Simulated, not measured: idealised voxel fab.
Name of the process module below: voxel transistor to metal
Cross-sectional view cut (width: 150 nm; square cell size: 5 nm).
Just so we're on the same page, the cross-sections are grids of square cells, and they're listed out in bands top to bottom, each band one or more rows deep.
The band entry comprises the height of the band's top followed by the height of its bottom, expressed in nm, and subsequently the band's materials from left to right, each stated together with its width in nm. Where a single material is marked with the word "throughout", that material fills the band from edge to edge. The word "blank" represents empty space.
Heights are measured from 0, the level below which the as-received wafer is all one material; the lowest band has no bottom and continues downward, written as in "0 down".
A two-number width, for instance "30..40", indicates that the width is equal to the first number in the top row of the band and to the second number in the bottom row, and that it changes by a constant amount per row of cells.
"remained the same" means the step left every cell of the cross-section as it was.
Empty spaces without an open route to the top, at least 8 cells in extent, make up the entry "Unvented cavities"; each is given as width x height at distance, where the distance is measured from the left edge, and all are in nm.
after a step's settings: what the simulator itself notes on the step
Each step line may optionally specify "overlay nm", which for a step with a mask gives the rightward distance between the mask's planned place and where it lay, a negative value indicating the leftward direction.

[This section lists the process steps that were planned]
- 1: RECEIVE | material Si
- 2: CONFORMAL_DEP | material SiO2 | thk nm 5
- 3: CONFORMAL_DEP | material SiN | thk nm 15
- 4: DIRECTIONAL_DEP | material aC | thk nm 15
- 5: PATTERN | tone cover | mask id ACTIVE | material resist | width nm 95 | thk nm 30 | overlay nm 0
- 6: DIRECTIONAL_ETCH | etch materials aC | depth nm 15
- 7: STRIP | etch materials resist
- 8: DIRECTIONAL_ETCH | etch materials SiN | depth nm 15
- 9: DIRECTIONAL_ETCH | etch materials SiO2 | depth nm 5
- 10: DIRECTIONAL_ETCH | etch materials Si | depth nm 30
- 11: STRIP | etch materials aC
- 12: FILL_DEP | material SiO2 | thk nm 10
- 13: CMP | height nm 20
- 14: SELECTIVE_ETCH | etch materials SiO2 | depth nm 10
- 15: STRIP | etch materials SiN
- 16: SELECTIVE_ETCH | etch materials SiO2 | depth nm 5
- 17: OXIDIZE | depth nm 5
- 18: DIRECTIONAL_DEP | material polySi | thk nm 25
- 19: DIRECTIONAL_DEP | material SiCN | thk nm 15
- 20: PATTERN | tone cover | mask id GATE | material resist | width nm 15 | thk nm 15 | overlay nm 0
- 21: DIRECTIONAL_ETCH | etch materials SiCN | depth nm 25
- 22: DIRECTIONAL_ETCH | etch materials polySi | depth nm 35
- 23: STRIP | etch materials resist
- 24: CONFORMAL_DEP | material SiN | thk nm 10
- 25: DIRECTIONAL_ETCH | etch materials SiN | depth nm 10
- 26: DIRECTIONAL_ETCH | etch materials SiO2 | depth nm 5
- 27: EPI | material SiGe | thk nm 5
- 28: FILL_DEP | material SiO2 | thk nm 10
- 29: CMP | height nm 40
- 30: DIRECTIONAL_DEP | material SiO2 | thk nm 15
- 31: MASKED_ETCH | tone open | mask id CONTACT | width nm 20 | pitch nm 65 | etch materials SiO2 | depth nm 55 | overlay nm 0
- 32: CONFORMAL_DEP | material TiN | thk nm 5
- 33: FILL_DEP | material W | thk nm 10
- 34: CMP | height nm 55
- 35: CONFORMAL_DEP | material SiCN | thk nm 5
- 36: DIRECTIONAL_DEP | material SiO2 | thk nm 25
- 37: DIRECTIONAL_DEP | material aC | thk nm 10
- 38: PATTERN | tone open | mask id METAL_1 | material resist | width nm 20 | pitch nm 65 | thk nm 25 | overlay nm 0
- 39: DIRECTIONAL_ETCH | etch materials aC | depth nm 10
- 40: STRIP | etch materials resist
- 41: DIRECTIONAL_ETCH | etch materials SiO2 | depth nm 25
- 42: DIRECTIONAL_ETCH | etch materials SiCN | depth nm 5
- 43: STRIP | etch materials aC
- 44: CONFORMAL_DEP | material TiN | thk nm 5
- 45: FILL_DEP | material Cu | thk nm 10
- 46: CMP | height nm 85
- 47: EPI | material Ru | thk nm 5
- 48: FILL_DEP | material SiCN | thk nm 5
- 49: DIRECTIONAL_DEP | material SiO2 | thk nm 25
- 50: PATTERN | tone open | mask id METAL_2 | material resist | width nm 20 | pitch nm 65 | thk nm 20 | overlay nm 0
- 51: DIRECTIONAL_ETCH | etch materials SiO2 | depth nm 15
- 52: STRIP | etch materials resist
- 53: DIRECTIONAL_DEP | material aC | thk nm 10
- 54: PATTERN | tone open | mask id METAL_2_HOLES | material resist | width nm 15 | pitch nm 65 | thk nm 30 | overlay nm 0
- 55: DIRECTIONAL_ETCH | etch materials aC | depth nm 10
- 56: STRIP | etch materials resist
- 57: DIRECTIONAL_ETCH | etch materials SiO2 | depth nm 10
- 58: DIRECTIONAL_ETCH | etch materials SiCN | depth nm 5
- 59: STRIP | etch materials aC
- 60: CONFORMAL_DEP | material TiN | thk nm 5
- 61: FILL_DEP | material Cu | thk nm 5
- 62: CMP | height nm 120
- 63: CONFORMAL_DEP | material SiN | thk nm 5

[On the first of the two wafers: run conducted according to plan]

[Wafer as received: cross-section following step 1]
    0 down = Si throughout
    Unvented cavities: none

[Wafer section view after processing step 2]
    5 to 0 = SiO2 throughout
    below 0: unchanged

[Wafer section view after processing step 3]
    20 to 5 = SiN throughout
    below 5: unchanged

[Wafer section view after processing step 4]
    35 to 20 = aC throughout
    below 20: unchanged

[Wafer section view after processing step 5]
    65 to 35 = blank (25), resist (95), blank (30)
    below 35: unchanged

[Wafer section view after processing step 6]
    50 to 35 = blank (25), resist (95), blank (30)
    35 to 20 = blank (25), aC (95), blank (30)
    below 20: unchanged

[Wafer section view after processing step 7]
    35 to 20 = blank (25), aC (95), blank (30)
    below 20: unchanged

[Wafer section view after processing step 8]
    35 to 20 = blank (25), aC (95), blank (30)
    20 to 5 = blank (25), SiN (95), blank (30)
    below 5: unchanged

[Wafer section view after processing step 9]
    35 to 20 = blank (25), aC (95), blank (30)
    20 to 5 = blank (25), SiN (95), blank (30)
    5 to 0 = blank (25), SiO2 (95), blank (30)
    below 0: unchanged

[Wafer section view after processing step 10]
    35 to 20 = blank (25), aC (95), blank (30)
    20 to 5 = blank (25), SiN (95), blank (30)
    5 to 0 = blank (25), SiO2 (95), blank (30)
    0 to -30 = blank (25), Si (95), blank (30)
    below -30: unchanged

[Wafer section view after processing step 11]
    20 to 5 = blank (25), SiN (95), blank (30)
    below 5: unchanged

[Wafer section view after processing step 12]
    30 to 20 = SiO2 throughout
    20 to 5 = SiO2 (25), SiN (95), SiO2 (30)
    5 to 0 = SiO2 throughout
    0 to -30 = SiO2 (25), Si (95), SiO2 (30)
    below -30: unchanged

[Wafer section view after processing step 13]
    20 to 5 = SiO2 (25), SiN (95), SiO2 (30)
    below 5: unchanged

[Wafer section view after processing step 14]
    20 to 10 = blank (25), SiN (95), blank (30)
    below 10: unchanged

[Wafer section view after processing step 15]
    10 to 5 = SiO2 (25), blank (95), SiO2 (30)
    below 5: unchanged

[Wafer section view after processing step 16]
    5 to 0 = SiO2 (20), blank (105), SiO2 (25)
    below 0: unchanged

[Wafer section view after processing step 17]
    5 to 0 = SiO2 (20), blank (105), SiO2 (25)
    0 to -5 = SiO2 throughout
    below -5: unchanged

[Wafer section view after processing step 18]
    30 to 25 = polySi (20), blank (105), polySi (25)
    25 to 5 = polySi throughout
    5 to 0 = SiO2 (20), polySi (105), SiO2 (25)
    below 0: unchanged

[Wafer section view after processing step 19]
    45 to 40 = SiCN (20), blank (105), SiCN (25)
    40 to 30 = SiCN throughout
    30 to 25 = polySi (20), SiCN (105), polySi (25)
    below 25: unchanged

[Wafer section view after processing step 20]
    60 to 45 = blank (65), resist (15), blank (70)
    45 to 40 = SiCN (20), blank (45), resist (15), blank (45), SiCN (25)
    below 40: unchanged

[Wafer section view after processing step 21]
    60 to 40 = blank (65), resist (15), blank (70)
    40 to 30 = blank (65), SiCN (15), blank (70)
    30 to 25 = polySi (20), blank (45), SiCN (15), blank (45), polySi (25)
    below 25: unchanged

[Wafer section view after processing step 22]
    60 to 40 = blank (65), resist (15), blank (70)
    40 to 25 = blank (65), SiCN (15), blank (70)
    25 to 5 = blank (65), polySi (15), blank (70)
    5 to 0 = SiO2 (20), blank (45), polySi (15), blank (45), SiO2 (25)
    below 0: unchanged

[Wafer section view after processing step 23]
    40 to 25 = blank (65), SiCN (15), blank (70)
    below 25: unchanged

[Wafer section view after processing step 24]
    50 to 40 = blank (55), SiN (35), blank (60)
    40 to 25 = blank (55), SiN (10), SiCN (15), SiN (10), blank (60)
    25 to 15 = blank (55), SiN (10), polySi (15), SiN (10), blank (60)
    15 to 10 = SiN (30), blank (25), SiN (10), polySi (15), SiN (10), blank (25), SiN (35)
    10 to 5 = SiN (65), polySi (15), SiN (70)
    5 to 0 = SiO2 (20), SiN (45), polySi (15), SiN (45), SiO2 (25)
    below 0: unchanged

[Wafer section view after processing step 25]
    40 to 25 = blank (55), SiN (10), SiCN (15), SiN (10), blank (60)
    25 to 5 = blank (55), SiN (10), polySi (15), SiN (10), blank (60)
    5 to 0 = SiO2 (20), SiN (10), blank (25), SiN (10), polySi (15), SiN (10), blank (25), SiN (10), SiO2 (25)
    below 0: unchanged

[Wafer section view after processing step 26]
    40 to 25 = blank (55), SiN (10), SiCN (15), SiN (10), blank (60)
    25 to 5 = blank (55), SiN (10), polySi (15), SiN (10), blank (60)
    5 to 0 = blank (20), SiN (10), blank (25), SiN (10), polySi (15), SiN (10), blank (25), SiN (10), blank (25)
    0 to -5 = SiO2 (30), blank (25), SiO2 (35), blank (25), SiO2 (35)
    below -5: unchanged

[Wafer section view after processing step 27]
    40 to 25 = blank (55), SiN (10), SiCN (15), SiN (10), blank (60)
    25 to 5 = blank (55), SiN (10), polySi (15), SiN (10), blank (60)
    5 to 0 = blank (20), SiN (10), blank (25), SiN (10), polySi (15), SiN (10), blank (25), SiN (10), blank (25)
    0 to -5 = SiO2 (30), SiGe (25), SiO2 (35), SiGe (25), SiO2 (35)
    below -5: unchanged

[Wafer section view after processing step 28]
    50 to 40 = SiO2 throughout
    40 to 25 = SiO2 (55), SiN (10), SiCN (15), SiN (10), SiO2 (60)
    25 to 5 = SiO2 (55), SiN (10), polySi (15), SiN (10), SiO2 (60)
    5 to 0 = SiO2 (20), SiN (10), SiO2 (25), SiN (10), polySi (15), SiN (10), SiO2 (25), SiN (10), SiO2 (25)
    below 0: unchanged

[Wafer section view after processing step 29]
    40 to 25 = SiO2 (55), SiN (10), SiCN (15), SiN (10), SiO2 (60)
    below 25: unchanged

[Wafer section view after processing step 30]
    55 to 40 = SiO2 throughout
    below 40: unchanged

[Wafer section view after processing step 31]
    55 to 40 = SiO2 (30), blank (20), SiO2 (45), blank (20), SiO2 (35)
    40 to 25 = SiO2 (30), blank (20), SiO2 (5), SiN (10), SiCN (15), SiN (10), SiO2 (5), blank (20), SiO2 (35)
    25 to 5 = SiO2 (30), blank (20), SiO2 (5), SiN (10), polySi (15), SiN (10), SiO2 (5), blank (20), SiO2 (35)
    5 to 0 = SiO2 (20), SiN (10), blank (20), SiO2 (5), SiN (10), polySi (15), SiN (10), SiO2 (5), blank (20), SiN (10), SiO2 (25)
    below 0: unchanged

[Wafer section view after processing step 32]
    60 to 55 = TiN (35), blank (10), TiN (55), blank (10), TiN (40)
    55 to 40 = SiO2 (30), TiN (5), blank (10), TiN (5), SiO2 (45), TiN (5), blank (10), TiN (5), SiO2 (35)
    40 to 25 = SiO2 (30), TiN (5), blank (10), TiN (5), SiO2 (5), SiN (10), SiCN (15), SiN (10), SiO2 (5), TiN (5), blank (10), TiN (5), SiO2 (35)
    25 to 5 = SiO2 (30), TiN (5), blank (10), TiN (5), SiO2 (5), SiN (10), polySi (15), SiN (10), SiO2 (5), TiN (5), blank (10), TiN (5), SiO2 (35)
    5 to 0 = SiO2 (20), SiN (10), TiN (20), SiO2 (5), SiN (10), polySi (15), SiN (10), SiO2 (5), TiN (20), SiN (10), SiO2 (25)
    below 0: unchanged

[Wafer section view after processing step 33]
    70 to 60 = W throughout
    60 to 55 = TiN (35), W (10), TiN (55), W (10), TiN (40)
    55 to 40 = SiO2 (30), TiN (5), W (10), TiN (5), SiO2 (45), TiN (5), W (10), TiN (5), SiO2 (35)
    40 to 25 = SiO2 (30), TiN (5), W (10), TiN (5), SiO2 (5), SiN (10), SiCN (15), SiN (10), SiO2 (5), TiN (5), W (10), TiN (5), SiO2 (35)
    25 to 5 = SiO2 (30), TiN (5), W (10), TiN (5), SiO2 (5), SiN (10), polySi (15), SiN (10), SiO2 (5), TiN (5), W (10), TiN (5), SiO2 (35)
    below 5: unchanged

[Wafer section view after processing step 34]
    55 to 40 = SiO2 (30), TiN (5), W (10), TiN (5), SiO2 (45), TiN (5), W (10), TiN (5), SiO2 (35)
    below 40: unchanged

[Wafer section view after processing step 35]
    60 to 55 = SiCN throughout
    below 55: unchanged

[Wafer section view after processing step 36]
    85 to 60 = SiO2 throughout
    below 60: unchanged

[Wafer section view after processing step 37]
    95 to 85 = aC throughout
    below 85: unchanged

[Wafer section view after processing step 38]
    120 to 95 = resist (30), blank (20), resist (45), blank (20), resist (35)
    below 95: unchanged

[Wafer section view after processing step 39]
    110 to 95 = resist (30), blank (20), resist (45), blank (20), resist (35)
    95 to 85 = aC (30), blank (20), aC (45), blank (20), aC (35)
    below 85: unchanged

[Wafer section view after processing step 40]
    95 to 85 = aC (30), blank (20), aC (45), blank (20), aC (35)
    below 85: unchanged

[Wafer section view after processing step 41]
    95 to 85 = aC (30), blank (20), aC (45), blank (20), aC (35)
    85 to 60 = SiO2 (30), blank (20), SiO2 (45), blank (20), SiO2 (35)
    below 60: unchanged

[Wafer section view after processing step 42]
    95 to 85 = aC (30), blank (20), aC (45), blank (20), aC (35)
    85 to 60 = SiO2 (30), blank (20), SiO2 (45), blank (20), SiO2 (35)
    60 to 55 = SiCN (30), blank (20), SiCN (45), blank (20), SiCN (35)
    below 55: unchanged

[Wafer section view after processing step 43]
    85 to 60 = SiO2 (30), blank (20), SiO2 (45), blank (20), SiO2 (35)
    below 60: unchanged

[Wafer section view after processing step 44]
    90 to 85 = TiN (35), blank (10), TiN (55), blank (10), TiN (40)
    85 to 60 = SiO2 (30), TiN (5), blank (10), TiN (5), SiO2 (45), TiN (5), blank (10), TiN (5), SiO2 (35)
    60 to 55 = SiCN (30), TiN (20), SiCN (45), TiN (20), SiCN (35)
    below 55: unchanged

[Wafer section view after processing step 45]
    100 to 90 = Cu throughout
    90 to 85 = TiN (35), Cu (10), TiN (55), Cu (10), TiN (40)
    85 to 60 = SiO2 (30), TiN (5), Cu (10), TiN (5), SiO2 (45), TiN (5), Cu (10), TiN (5), SiO2 (35)
    below 60: unchanged

[Wafer section view after processing step 46]
    85 to 60 = SiO2 (30), TiN (5), Cu (10), TiN (5), SiO2 (45), TiN (5), Cu (10), TiN (5), SiO2 (35)
    below 60: unchanged

[Wafer section view after processing step 47]
    90 to 85 = blank (25), Ru (30), blank (35), Ru (30), blank (30)
    below 85: unchanged

[Wafer section view after processing step 48]
    95 to 90 = SiCN throughout
    90 to 85 = SiCN (25), Ru (30), SiCN (35), Ru (30), SiCN (30)
    below 85: unchanged

[Wafer section view after processing step 49]
    120 to 95 = SiO2 throughout
    below 95: unchanged

[Wafer section view after processing step 50]
    140 to 120 = resist (30), blank (20), resist (45), blank (20), resist (35)
    below 120: unchanged

[Wafer section view after processing step 51]
    140 to 120 = resist (30), blank (20), resist (45), blank (20), resist (35)
    120 to 105 = SiO2 (30), blank (20), SiO2 (45), blank (20), SiO2 (35)
    below 105: unchanged

[Wafer section view after processing step 52]
    120 to 105 = SiO2 (30), blank (20), SiO2 (45), blank (20), SiO2 (35)
    below 105: unchanged

[Wafer section view after processing step 53]
    130 to 120 = aC (30), blank (20), aC (45), blank (20), aC (35)
    120 to 115 = SiO2 (30), blank (20), SiO2 (45), blank (20), SiO2 (35)
    115 to 105 = SiO2 (30), aC (20), SiO2 (45), aC (20), SiO2 (35)
    below 105: unchanged

[Wafer section view after processing step 54]
    160 to 130 = resist (30), blank (15), resist (50), blank (15), resist (40)
    130 to 120 = aC (30), blank (15), resist (5), aC (45), blank (15), resist (5), aC (35)
    120 to 115 = SiO2 (30), blank (15), resist (5), SiO2 (45), blank (15), resist (5), SiO2 (35)
    below 115: unchanged

[Wafer section view after processing step 55]
    150 to 130 = resist (30), blank (15), resist (50), blank (15), resist (40)
    130 to 120 = aC (30), blank (15), resist (5), aC (45), blank (15), resist (5), aC (35)
    120 to 115 = SiO2 (30), blank (15), resist (5), SiO2 (45), blank (15), resist (5), SiO2 (35)
    115 to 105 = SiO2 (30), blank (15), aC (5), SiO2 (45), blank (15), aC (5), SiO2 (35)
    below 105: unchanged

[Wafer section view after processing step 56]
    130 to 120 = aC (30), blank (20), aC (45), blank (20), aC (35)
    120 to 115 = SiO2 (30), blank (20), SiO2 (45), blank (20), SiO2 (35)
    below 115: unchanged

[Wafer section view after processing step 57]
    130 to 120 = aC (30), blank (20), aC (45), blank (20), aC (35)
    120 to 115 = SiO2 (30), blank (20), SiO2 (45), blank (20), SiO2 (35)
    115 to 105 = SiO2 (30), blank (15), aC (5), SiO2 (45), blank (15), aC (5), SiO2 (35)
    105 to 95 = SiO2 (30), blank (15), SiO2 (50), blank (15), SiO2 (40)
    below 95: unchanged

[Wafer section view after processing step 58]
    130 to 120 = aC (30), blank (20), aC (45), blank (20), aC (35)
    120 to 115 = SiO2 (30), blank (20), SiO2 (45), blank (20), SiO2 (35)
    115 to 105 = SiO2 (30), blank (15), aC (5), SiO2 (45), blank (15), aC (5), SiO2 (35)
    105 to 95 = SiO2 (30), blank (15), SiO2 (50), blank (15), SiO2 (40)
    95 to 90 = SiCN (30), blank (15), SiCN (50), blank (15), SiCN (40)
    below 90: unchanged

[Wafer section view after processing step 59]
    120 to 105 = SiO2 (30), blank (20), SiO2 (45), blank (20), SiO2 (35)
    below 105: unchanged

[Wafer section view after processing step 60]
    125 to 120 = TiN (35), blank (10), TiN (55), blank (10), TiN (40)
    120 to 110 = SiO2 (30), TiN (5), blank (10), TiN (5), SiO2 (45), TiN (5), blank (10), TiN (5), SiO2 (35)
    110 to 105 = SiO2 (30), TiN (5), blank (5), TiN (10), SiO2 (45), TiN (5), blank (5), TiN (10), SiO2 (35)
    105 to 95 = SiO2 (30), TiN (5), blank (5), TiN (5), SiO2 (50), TiN (5), blank (5), TiN (5), SiO2 (40)
    95 to 90 = SiCN (30), TiN (15), SiCN (50), TiN (15), SiCN (40)
    below 90: unchanged

[Wafer section view after processing step 61]
    130 to 125 = Cu throughout
    125 to 120 = TiN (35), Cu (10), TiN (55), Cu (10), TiN (40)
    120 to 110 = SiO2 (30), TiN (5), Cu (10), TiN (5), SiO2 (45), TiN (5), Cu (10), TiN (5), SiO2 (35)
    110 to 105 = SiO2 (30), TiN (5), Cu (5), TiN (10), SiO2 (45), TiN (5), Cu (5), TiN (10), SiO2 (35)
    105 to 95 = SiO2 (30), TiN (5), Cu (5), TiN (5), SiO2 (50), TiN (5), Cu (5), TiN (5), SiO2 (40)
    below 95: unchanged

[Wafer section view after processing step 62]
    120 to 110 = SiO2 (30), TiN (5), Cu (10), TiN (5), SiO2 (45), TiN (5), Cu (10), TiN (5), SiO2 (35)
    below 110: unchanged

[Wafer section view after processing step 63]
    125 to 120 = SiN throughout
    below 120: unchanged

[Second of two: same start, same plan, one run error; steps up to and including 18 match the first]

[X-section, second wafer, when step 19 was due to finish]
    60 to 55 = SiCN (20), blank (105), SiCN (25)
    55 to 30 = SiCN throughout
    30 to 25 = polySi (20), SiCN (105), polySi (25)
    below 25: unchanged

[X-section, second wafer, when step 20 was due to finish]
    75 to 60 = blank (65), resist (15), blank (70)
    60 to 55 = SiCN (20), blank (45), resist (15), blank (45), SiCN (25)
    below 55: unchanged

[X-section, second wafer, when step 21 was due to finish]
    75 to 55 = blank (65), resist (15), blank (70)
    55 to 35 = blank (65), SiCN (15), blank (70)
    35 to 30 = SiCN (20), blank (45), SiCN (15), blank (45), SiCN (25)
    below 30: unchanged

X-section, second wafer, when step 22 was due to finish: remained the same

[X-section, second wafer, when step 23 was due to finish]
    55 to 35 = blank (65), SiCN (15), blank (70)
    below 35: unchanged

[X-section, second wafer, when step 24 was due to finish]
    65 to 55 = blank (55), SiN (35), blank (60)
    55 to 45 = blank (55), SiN (10), SiCN (15), SiN (10), blank (60)
    45 to 40 = SiN (30), blank (25), SiN (10), SiCN (15), SiN (10), blank (25), SiN (35)
    40 to 35 = SiN (65), SiCN (15), SiN (70)
    35 to 30 = SiCN (20), SiN (45), SiCN (15), SiN (45), SiCN (25)
    below 30: unchanged

[X-section, second wafer, when step 25 was due to finish]
    55 to 35 = blank (55), SiN (10), SiCN (15), SiN (10), blank (60)
    35 to 30 = SiCN (20), SiN (10), blank (25), SiN (10), SiCN (15), SiN (10), blank (25), SiN (10), SiCN (25)
    below 30: unchanged

X-section, second wafer, when step 26 was due to finish: remained the same

X-section, second wafer, when step 27 was due to finish: remained the same

[X-section, second wafer, when step 28 was due to finish]
    65 to 55 = SiO2 throughout
    55 to 35 = SiO2 (55), SiN (10), SiCN (15), SiN (10), SiO2 (60)
    35 to 30 = SiCN (20), SiN (10), SiO2 (25), SiN (10), SiCN (15), SiN (10), SiO2 (25), SiN (10), SiCN (25)
    below 30: unchanged

[X-section, second wafer, when step 29 was due to finish]
    40 to 35 = SiO2 (55), SiN (10), SiCN (15), SiN (10), SiO2 (60)
    below 35: unchanged

[X-section, second wafer, when step 30 was due to finish]
    55 to 40 = SiO2 throughout
    below 40: unchanged

[X-section, second wafer, when step 31 was due to finish]
    55 to 40 = SiO2 (30), blank (20), SiO2 (45), blank (20), SiO2 (35)
    40 to 35 = SiO2 (30), blank (20), SiO2 (5), SiN (10), SiCN (15), SiN (10), SiO2 (5), blank (20), SiO2 (35)
    35 to 30 = SiCN (20), SiN (10), blank (20), SiO2 (5), SiN (10), SiCN (15), SiN (10), SiO2 (5), blank (20), SiN (10), SiCN (25)
    below 30: unchanged

[X-section, second wafer, when step 32 was due to finish]
    60 to 55 = TiN (35), blank (10), TiN (55), blank (10), TiN (40)
    55 to 40 = SiO2 (30), TiN (5), blank (10), TiN (5), SiO2 (45), TiN (5), blank (10), TiN (5), SiO2 (35)
    40 to 35 = SiO2 (30), TiN (5), blank (10), TiN (5), SiO2 (5), SiN (10), SiCN (15), SiN (10), SiO2 (5), TiN (5), blank (10), TiN (5), SiO2 (35)
    35 to 30 = SiCN (20), SiN (10), TiN (20), SiO2 (5), SiN (10), SiCN (15), SiN (10), SiO2 (5), TiN (20), SiN (10), SiCN (25)
    below 30: unchanged

[X-section, second wafer, when step 33 was due to finish]
    70 to 60 = W throughout
    60 to 55 = TiN (35), W (10), TiN (55), W (10), TiN (40)
    55 to 40 = SiO2 (30), TiN (5), W (10), TiN (5), SiO2 (45), TiN (5), W (10), TiN (5), SiO2 (35)
    40 to 35 = SiO2 (30), TiN (5), W (10), TiN (5), SiO2 (5), SiN (10), SiCN (15), SiN (10), SiO2 (5), TiN (5), W (10), TiN (5), SiO2 (35)
    below 35: unchanged

[X-section, second wafer, when step 34 was due to finish]
    55 to 40 = SiO2 (30), TiN (5), W (10), TiN (5), SiO2 (45), TiN (5), W (10), TiN (5), SiO2 (35)
    below 40: unchanged

[X-section, second wafer, when step 35 was due to finish]
    60 to 55 = SiCN throughout
    below 55: unchanged

[X-section, second wafer, when step 36 was due to finish]
    85 to 60 = SiO2 throughout
    below 60: unchanged

[X-section, second wafer, when step 37 was due to finish]
    95 to 85 = aC throughout
    below 85: unchanged

[X-section, second wafer, when step 38 was due to finish]
    120 to 95 = resist (30), blank (20), resist (45), blank (20), resist (35)
    below 95: unchanged

[X-section, second wafer, when step 39 was due to finish]
    110 to 95 = resist (30), blank (20), resist (45), blank (20), resist (35)
    95 to 85 = aC (30), blank (20), aC (45), blank (20), aC (35)
    below 85: unchanged

[X-section, second wafer, when step 40 was due to finish]
    95 to 85 = aC (30), blank (20), aC (45), blank (20), aC (35)
    below 85: unchanged

[X-section, second wafer, when step 41 was due to finish]
    95 to 85 = aC (30), blank (20), aC (45), blank (20), aC (35)
    85 to 60 = SiO2 (30), blank (20), SiO2 (45), blank (20), SiO2 (35)
    below 60: unchanged

[X-section, second wafer, when step 42 was due to finish]
    95 to 85 = aC (30), blank (20), aC (45), blank (20), aC (35)
    85 to 60 = SiO2 (30), blank (20), SiO2 (45), blank (20), SiO2 (35)
    60 to 55 = SiCN (30), blank (20), SiCN (45), blank (20), SiCN (35)
    below 55: unchanged

[X-section, second wafer, when step 43 was due to finish]
    85 to 60 = SiO2 (30), blank (20), SiO2 (45), blank (20), SiO2 (35)
    below 60: unchanged

[X-section, second wafer, when step 44 was due to finish]
    90 to 85 = TiN (35), blank (10), TiN (55), blank (10), TiN (40)
    85 to 60 = SiO2 (30), TiN (5), blank (10), TiN (5), SiO2 (45), TiN (5), blank (10), TiN (5), SiO2 (35)
    60 to 55 = SiCN (30), TiN (20), SiCN (45), TiN (20), SiCN (35)
    below 55: unchanged

[X-section, second wafer, when step 45 was due to finish]
    100 to 90 = Cu throughout
    90 to 85 = TiN (35), Cu (10), TiN (55), Cu (10), TiN (40)
    85 to 60 = SiO2 (30), TiN (5), Cu (10), TiN (5), SiO2 (45), TiN (5), Cu (10), TiN (5), SiO2 (35)
    below 60: unchanged

[X-section, second wafer, when step 46 was due to finish]
    85 to 60 = SiO2 (30), TiN (5), Cu (10), TiN (5), SiO2 (45), TiN (5), Cu (10), TiN (5), SiO2 (35)
    below 60: unchanged

[X-section, second wafer, when step 47 was due to finish]
    90 to 85 = blank (25), Ru (30), blank (35), Ru (30), blank (30)
    below 85: unchanged

[X-section, second wafer, when step 48 was due to finish]
    95 to 90 = SiCN throughout
    90 to 85 = SiCN (25), Ru (30), SiCN (35), Ru (30), SiCN (30)
    below 85: unchanged

[X-section, second wafer, when step 49 was due to finish]
    120 to 95 = SiO2 throughout
    below 95: unchanged

[X-section, second wafer, when step 50 was due to finish]
    140 to 120 = resist (30), blank (20), resist (45), blank (20), resist (35)
    below 120: unchanged

[X-section, second wafer, when step 51 was due to finish]
    140 to 120 = resist (30), blank (20), resist (45), blank (20), resist (35)
    120 to 105 = SiO2 (30), blank (20), SiO2 (45), blank (20), SiO2 (35)
    below 105: unchanged

[X-section, second wafer, when step 52 was due to finish]
    120 to 105 = SiO2 (30), blank (20), SiO2 (45), blank (20), SiO2 (35)
    below 105: unchanged

[X-section, second wafer, when step 53 was due to finish]
    130 to 120 = aC (30), blank (20), aC (45), blank (20), aC (35)
    120 to 115 = SiO2 (30), blank (20), SiO2 (45), blank (20), SiO2 (35)
    115 to 105 = SiO2 (30), aC (20), SiO2 (45), aC (20), SiO2 (35)
    below 105: unchanged

[X-section, second wafer, when step 54 was due to finish]
    160 to 130 = resist (30), blank (15), resist (50), blank (15), resist (40)
    130 to 120 = aC (30), blank (15), resist (5), aC (45), blank (15), resist (5), aC (35)
    120 to 115 = SiO2 (30), blank (15), resist (5), SiO2 (45), blank (15), resist (5), SiO2 (35)
    below 115: unchanged

[X-section, second wafer, when step 55 was due to finish]
    150 to 130 = resist (30), blank (15), resist (50), blank (15), resist (40)
    130 to 120 = aC (30), blank (15), resist (5), aC (45), blank (15), resist (5), aC (35)
    120 to 115 = SiO2 (30), blank (15), resist (5), SiO2 (45), blank (15), resist (5), SiO2 (35)
    115 to 105 = SiO2 (30), blank (15), aC (5), SiO2 (45), blank (15), aC (5), SiO2 (35)
    below 105: unchanged

[X-section, second wafer, when step 56 was due to finish]
    130 to 120 = aC (30), blank (20), aC (45), blank (20), aC (35)
    120 to 115 = SiO2 (30), blank (20), SiO2 (45), blank (20), SiO2 (35)
    below 115: unchanged

[X-section, second wafer, when step 57 was due to finish]
    130 to 120 = aC (30), blank (20), aC (45), blank (20), aC (35)
    120 to 115 = SiO2 (30), blank (20), SiO2 (45), blank (20), SiO2 (35)
    115 to 105 = SiO2 (30), blank (15), aC (5), SiO2 (45), blank (15), aC (5), SiO2 (35)
    105 to 95 = SiO2 (30), blank (15), SiO2 (50), blank (15), SiO2 (40)
    below 95: unchanged

[X-section, second wafer, when step 58 was due to finish]
    130 to 120 = aC (30), blank (20), aC (45), blank (20), aC (35)
    120 to 115 = SiO2 (30), blank (20), SiO2 (45), blank (20), SiO2 (35)
    115 to 105 = SiO2 (30), blank (15), aC (5), SiO2 (45), blank (15), aC (5), SiO2 (35)
    105 to 95 = SiO2 (30), blank (15), SiO2 (50), blank (15), SiO2 (40)
    95 to 90 = SiCN (30), blank (15), SiCN (50), blank (15), SiCN (40)
    below 90: unchanged

[X-section, second wafer, when step 59 was due to finish]
    120 to 105 = SiO2 (30), blank (20), SiO2 (45), blank (20), SiO2 (35)
    below 105: unchanged

[X-section, second wafer, when step 60 was due to finish]
    125 to 120 = TiN (35), blank (10), TiN (55), blank (10), TiN (40)
    120 to 110 = SiO2 (30), TiN (5), blank (10), TiN (5), SiO2 (45), TiN (5), blank (10), TiN (5), SiO2 (35)
    110 to 105 = SiO2 (30), TiN (5), blank (5), TiN (10), SiO2 (45), TiN (5), blank (5), TiN (10), SiO2 (35)
    105 to 95 = SiO2 (30), TiN (5), blank (5), TiN (5), SiO2 (50), TiN (5), blank (5), TiN (5), SiO2 (40)
    95 to 90 = SiCN (30), TiN (15), SiCN (50), TiN (15), SiCN (40)
    below 90: unchanged

[X-section, second wafer, when step 61 was due to finish]
    130 to 125 = Cu throughout
    125 to 120 = TiN (35), Cu (10), TiN (55), Cu (10), TiN (40)
    120 to 110 = SiO2 (30), TiN (5), Cu (10), TiN (5), SiO2 (45), TiN (5), Cu (10), TiN (5), SiO2 (35)
    110 to 105 = SiO2 (30), TiN (5), Cu (5), TiN (10), SiO2 (45), TiN (5), Cu (5), TiN (10), SiO2 (35)
    105 to 95 = SiO2 (30), TiN (5), Cu (5), TiN (5), SiO2 (50), TiN (5), Cu (5), TiN (5), SiO2 (40)
    below 95: unchanged

[X-section, second wafer, when step 62 was due to finish]
    120 to 110 = SiO2 (30), TiN (5), Cu (10), TiN (5), SiO2 (45), TiN (5), Cu (10), TiN (5), SiO2 (35)
    below 110: unchanged

[X-section, second wafer, when step 63 was due to finish]
    125 to 120 = SiN throughout
    below 120: unchanged
Run error: the plan had its step 19 run twice
Once processing is complete, comparing cell counts shows that the second wafer has more or fewer of certain materials than the first: SiCN +27 | SiGe -10 | SiN -24 | SiO2 -80 | TiN -24 | W -24 | polySi +135
